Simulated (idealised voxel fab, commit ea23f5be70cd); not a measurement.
You're looking at the process module voxel gate over fins.
FYI the section here is cut, 215 nm wide, cells are 5 nm squares.
Cross-sections here: square-cell grids, written as top-down lists of bands, a band being one or more rows of cells.
Top, bottom (nm), then materials left to right with widths (nm); lone material tagged "everywhere" fills the whole band edge to edge; "empty" = empty space.
Convention: height 0 is the level below which the wafer, as received, is all one material. The lowest band does not terminate at the bottom but continues downward, represented as "top 0, no bottom".
A width given as "30 to 40" starts at the first number in the band's top row and ends at the second number in its bottom row, shifting by an equal amount at every step from row to row.
"remained the same" after a step means that no cell of the cross-section changed.
Any empty space of 8 cells or more lacking an open way to the top shows up in "Enclosed void list" as width x height at distance, distance from the left edge, in nm.
Whatever follows a step's settings on its line is a remark the simulator itself makes about that step.
The setting "overlay nm" may be written on the line of a step. When the step uses a mask, the value reports how far to the right of the planned place the mask lay, and a negative value reports that it lay to the left.

Steps in the process plan:
1,op RECEIVE | material Si
2,op CONFORMAL_DEP | material SiN | thk nm 5
3,op PATTERN | tone cover | mask id FINS | material resist | width nm 15 | pitch nm 50 | thk nm 20 | overlay nm 0
4,op DIRECTIONAL_ETCH | etch materials SiN | depth nm 5
5,op DIRECTIONAL_ETCH | etch materials Si | depth nm 40
6,op STRIP | etch materials resist
7,op FILL_DEP | material SiO2 | thk nm 5
8,op CMP | height nm 5
9,op PATTERN | tone open | mask id RAIL | material resist | width nm 15 | thk nm 20 | overlay nm 0
10,op DIRECTIONAL_ETCH | etch materials SiO2 | depth nm 40
11,op STRIP | etch materials resist
12,op CONFORMAL_DEP | material TiN | thk nm 5
13,op FILL_DEP | material Ru | thk nm 10
14,op CMP | height nm 5
15,op SELECTIVE_ETCH | etch materials W Ru TiN | depth nm 25
16,op FILL_DEP | material SiO2 | thk nm 5
17,op CMP | height nm 5
18,op SELECTIVE_ETCH | etch materials SiO2 | depth nm 15
19,op STRIP | etch materials SiN
20,op CONFORMAL_DEP | material HfO2 | thk nm 5
21,op CONFORMAL_DEP | material TiN | thk nm 5
22,op CONFORMAL_DEP | material TiAl | thk nm 5
23,op CONFORMAL_DEP | material TiN | thk nm 5
24,op FILL_DEP | material W | thk nm 10
25,op CMP | height nm 25
26,op CONFORMAL_DEP | material SiN | thk nm 5

First wafer, as planned:

So this is the incoming wafer in cross-section - it's already been through step 1:
- top 0, no bottom  Si everywhere
- Enclosed void list: none

How the wafer stands in section after step 2:
- top 5, bottom 0  SiN everywhere
- Heights below 0 show no change.

How the wafer stands in section after step 3:
- top 25, bottom 5  empty (25) / resist (15) / empty (35) / resist (15) / empty (35) / resist (15) / empty (35) / resist (15) / empty (25)
- Heights below 5 show no change.

How the wafer stands in section after step 4:
- top 25, bottom 5  empty (25) / resist (15) / empty (35) / resist (15) / empty (35) / resist (15) / empty (35) / resist (15) / empty (25)
- top 5, bottom 0  empty (25) / SiN (15) / empty (35) / SiN (15) / empty (35) / SiN (15) / empty (35) / SiN (15) / empty (25)
- Heights below 0 show no change.

How the wafer stands in section after step 5:
- top 25, bottom 5  empty (25) / resist (15) / empty (35) / resist (15) / empty (35) / resist (15) / empty (35) / resist (15) / empty (25)
- top 5, bottom 0  empty (25) / SiN (15) / empty (35) / SiN (15) / empty (35) / SiN (15) / empty (35) / SiN (15) / empty (25)
- top 0, bottom -40  empty (25) / Si (15) / empty (35) / Si (15) / empty (35) / Si (15) / empty (35) / Si (15) / empty (25)
- Heights below -40 show no change.

How the wafer stands in section after step 6:
- top 5, bottom 0  empty (25) / SiN (15) / empty (35) / SiN (15) / empty (35) / SiN (15) / empty (35) / SiN (15) / empty (25)
- Heights below 0 show no change.

How the wafer stands in section after step 7:
- top 10, bottom 5  SiO2 everywhere
- top 5, bottom 0  SiO2 (25) / SiN (15) / SiO2 (35) / SiN (15) / SiO2 (35) / SiN (15) / SiO2 (35) / SiN (15) / SiO2 (25)
- top 0, bottom -40  SiO2 (25) / Si (15) / SiO2 (35) / Si (15) / SiO2 (35) / Si (15) / SiO2 (35) / Si (15) / SiO2 (25)
- Heights below -40 show no change.

How the wafer stands in section after step 8:
- top 5, bottom 0  SiO2 (25) / SiN (15) / SiO2 (35) / SiN (15) / SiO2 (35) / SiN (15) / SiO2 (35) / SiN (15) / SiO2 (25)
- Heights below 0 show no change.

How the wafer stands in section after step 9:
- top 25, bottom 5  resist (50) / empty (15) / resist (150)
- Heights below 5 show no change.

How the wafer stands in section after step 10:
- top 25, bottom 5  resist (50) / empty (15) / resist (150)
- top 5, bottom 0  SiO2 (25) / SiN (15) / SiO2 (10) / empty (15) / SiO2 (10) / SiN (15) / SiO2 (35) / SiN (15) / SiO2 (35) / SiN (15) / SiO2 (25)
- top 0, bottom -35  SiO2 (25) / Si (15) / SiO2 (10) / empty (15) / SiO2 (10) / Si (15) / SiO2 (35) / Si (15) / SiO2 (35) / Si (15) / SiO2 (25)
- Heights below -35 show no change.

How the wafer stands in section after step 11:
- top 5, bottom 0  SiO2 (25) / SiN (15) / SiO2 (10) / empty (15) / SiO2 (10) / SiN (15) / SiO2 (35) / SiN (15) / SiO2 (35) / SiN (15) / SiO2 (25)
- Heights below 0 show no change.

How the wafer stands in section after step 12:
- top 10, bottom 5  TiN (55) / empty (5) / TiN (155)
- top 5, bottom 0  SiO2 (25) / SiN (15) / SiO2 (10) / TiN (5) / empty (5) / TiN (5) / SiO2 (10) / SiN (15) / SiO2 (35) / SiN (15) / SiO2 (35) / SiN (15) / SiO2 (25)
- top 0, bottom -30  SiO2 (25) / Si (15) / SiO2 (10) / TiN (5) / empty (5) / TiN (5) / SiO2 (10) / Si (15) / SiO2 (35) / Si (15) / SiO2 (35) / Si (15) / SiO2 (25)
- top -30, bottom -35  SiO2 (25) / Si (15) / SiO2 (10) / TiN (15) / SiO2 (10) / Si (15) / SiO2 (35) / Si (15) / SiO2 (35) / Si (15) / SiO2 (25)
- Heights below -35 show no change.

How the wafer stands in section after step 13:
- top 20, bottom 10  Ru everywhere
- top 10, bottom 5  TiN (55) / Ru (5) / TiN (155)
- top 5, bottom 0  SiO2 (25) / SiN (15) / SiO2 (10) / TiN (5) / Ru (5) / TiN (5) / SiO2 (10) / SiN (15) / SiO2 (35) / SiN (15) / SiO2 (35) / SiN (15) / SiO2 (25)
- top 0, bottom -30  SiO2 (25) / Si (15) / SiO2 (10) / TiN (5) / Ru (5) / TiN (5) / SiO2 (10) / Si (15) / SiO2 (35) / Si (15) / SiO2 (35) / Si (15) / SiO2 (25)
- Heights below -30 show no change.

How the wafer stands in section after step 14:
- top 5, bottom 0  SiO2 (25) / SiN (15) / SiO2 (10) / TiN (5) / Ru (5) / TiN (5) / SiO2 (10) / SiN (15) / SiO2 (35) / SiN (15) / SiO2 (35) / SiN (15) / SiO2 (25)
- Heights below 0 show no change.

How the wafer stands in section after step 15:
- top 5, bottom 0  SiO2 (25) / SiN (15) / SiO2 (10) / empty (15) / SiO2 (10) / SiN (15) / SiO2 (35) / SiN (15) / SiO2 (35) / SiN (15) / SiO2 (25)
- top 0, bottom -20  SiO2 (25) / Si (15) / SiO2 (10) / empty (15) / SiO2 (10) / Si (15) / SiO2 (35) / Si (15) / SiO2 (35) / Si (15) / SiO2 (25)
- Heights below -20 show no change.

How the wafer stands in section after step 16:
- top 10, bottom 5  SiO2 everywhere
- top 5, bottom 0  SiO2 (25) / SiN (15) / SiO2 (35) / SiN (15) / SiO2 (35) / SiN (15) / SiO2 (35) / SiN (15) / SiO2 (25)
- top 0, bottom -20  SiO2 (25) / Si (15) / SiO2 (35) / Si (15) / SiO2 (35) / Si (15) / SiO2 (35) / Si (15) / SiO2 (25)
- Heights below -20 show no change.

How the wafer stands in section after step 17:
- top 5, bottom 0  SiO2 (25) / SiN (15) / SiO2 (35) / SiN (15) / SiO2 (35) / SiN (15) / SiO2 (35) / SiN (15) / SiO2 (25)
- Heights below 0 show no change.

How the wafer stands in section after step 18:
- top 5, bottom 0  empty (25) / SiN (15) / empty (35) / SiN (15) / empty (35) / SiN (15) / empty (35) / SiN (15) / empty (25)
- top 0, bottom -10  empty (25) / Si (15) / empty (35) / Si (15) / empty (35) / Si (15) / empty (35) / Si (15) / empty (25)
- Heights below -10 show no change.

How the wafer stands in section after step 19:
- top 0, bottom -10  empty (25) / Si (15) / empty (35) / Si (15) / empty (35) / Si (15) / empty (35) / Si (15) / empty (25)
- Heights below -10 show no change.

How the wafer stands in section after step 20:
- top 5, bottom 0  empty (20) / HfO2 (25) / empty (25) / HfO2 (25) / empty (25) / HfO2 (25) / empty (25) / HfO2 (25) / empty (20)
- top 0, bottom -5  empty (20) / HfO2 (5) / Si (15) / HfO2 (5) / empty (25) / HfO2 (5) / Si (15) / HfO2 (5) / empty (25) / HfO2 (5) / Si (15) / HfO2 (5) / empty (25) / HfO2 (5) / Si (15) / HfO2 (5) / empty (20)
- top -5, bottom -10  HfO2 (25) / Si (15) / HfO2 (35) / Si (15) / HfO2 (35) / Si (15) / HfO2 (35) / Si (15) / HfO2 (25)
- Heights below -10 show no change.

How the wafer stands in section after step 21:
- top 10, bottom 5  empty (15) / TiN (35) / empty (15) / TiN (35) / empty (15) / TiN (35) / empty (15) / TiN (35) / empty (15)
- top 5, bottom 0  empty (15) / TiN (5) / HfO2 (25) / TiN (5) / empty (15) / TiN (5) / HfO2 (25) / TiN (5) / empty (15) / TiN (5) / HfO2 (25) / TiN (5) / empty (15) / TiN (5) / HfO2 (25) / TiN (5) / empty (15)
- top 0, bottom -5  TiN (20) / HfO2 (5) / Si (15) / HfO2 (5) / TiN (25) / HfO2 (5) / Si (15) / HfO2 (5) / TiN (25) / HfO2 (5) / Si (15) / HfO2 (5) / TiN (25) / HfO2 (5) / Si (15) / HfO2 (5) / TiN (20)
- Heights below -5 show no change.

How the wafer stands in section after step 22:
- top 15, bottom 10  empty (10) / TiAl (45) / empty (5) / TiAl (45) / empty (5) / TiAl (45) / empty (5) / TiAl (45) / empty (10)
- top 10, bottom 5  empty (10) / TiAl (5) / TiN (35) / TiAl (5) / empty (5) / TiAl (5) / TiN (35) / TiAl (5) / empty (5) / TiAl (5) / TiN (35) / TiAl (5) / empty (5) / TiAl (5) / TiN (35) / TiAl (5) / empty (10)
- top 5, bottom 0  TiAl (15) / TiN (5) / HfO2 (25) / TiN (5) / TiAl (15) / TiN (5) / HfO2 (25) / TiN (5) / TiAl (15) / TiN (5) / HfO2 (25) / TiN (5) / TiAl (15) / TiN (5) / HfO2 (25) / TiN (5) / TiAl (15)
- Heights below 0 show no change.

How the wafer stands in section after step 23:
- top 20, bottom 15  empty (5) / TiN (205) / empty (5)
- top 15, bottom 10  empty (5) / TiN (5) / TiAl (45) / TiN (5) / TiAl (45) / TiN (5) / TiAl (45) / TiN (5) / TiAl (45) / TiN (5) / empty (5)
- top 10, bottom 5  TiN (10) / TiAl (5) / TiN (35) / TiAl (5) / TiN (5) / TiAl (5) / TiN (35) / TiAl (5) / TiN (5) / TiAl (5) / TiN (35) / TiAl (5) / TiN (5) / TiAl (5) / TiN (35) / TiAl (5) / TiN (10)
- Heights below 5 show no change.

How the wafer stands in section after step 24:
- top 30, bottom 20  W everywhere
- top 20, bottom 15  W (5) / TiN (205) / W (5)
- top 15, bottom 10  W (5) / TiN (5) / TiAl (45) / TiN (5) / TiAl (45) / TiN (5) / TiAl (45) / TiN (5) / TiAl (45) / TiN (5) / W (5)
- Heights below 10 show no change.

How the wafer stands in section after step 25:
- top 25, bottom 20  W everywhere
- Heights below 20 show no change.

How the wafer stands in section after step 26:
- top 30, bottom 25  SiN everywhere
- Heights below 25 show no change.

Second wafer. Start and plan as for the first. One mistake made in running. Agrees with the first up to and including step 23:

Cross-section of the second wafer when, according to plan, step 24 should have finished:
- top 30, bottom 20  Ru everywhere
- top 20, bottom 15  Ru (5) / TiN (205) / Ru (5)
- top 15, bottom 10  Ru (5) / TiN (5) / TiAl (45) / TiN (5) / TiAl (45) / TiN (5) / TiAl (45) / TiN (5) / TiAl (45) / TiN (5) / Ru (5)
- Heights below 10 show no change.

Cross-section of the second wafer when, according to plan, step 25 should have finished:
- top 25, bottom 20  Ru everywhere
- Heights below 20 show no change.

Cross-section of the second wafer when, according to plan, step 26 should have finished:
- top 30, bottom 25  SiN everywhere
- Heights below 25 show no change.
Processing error: step 24 changed vs plan, executed as op FILL_DEP | material Ru | thk nm 10
Upon completion, the second wafer contains, in terms of cells, a greater or smaller amount of certain materials than the first wafer: Ru +47, W -47
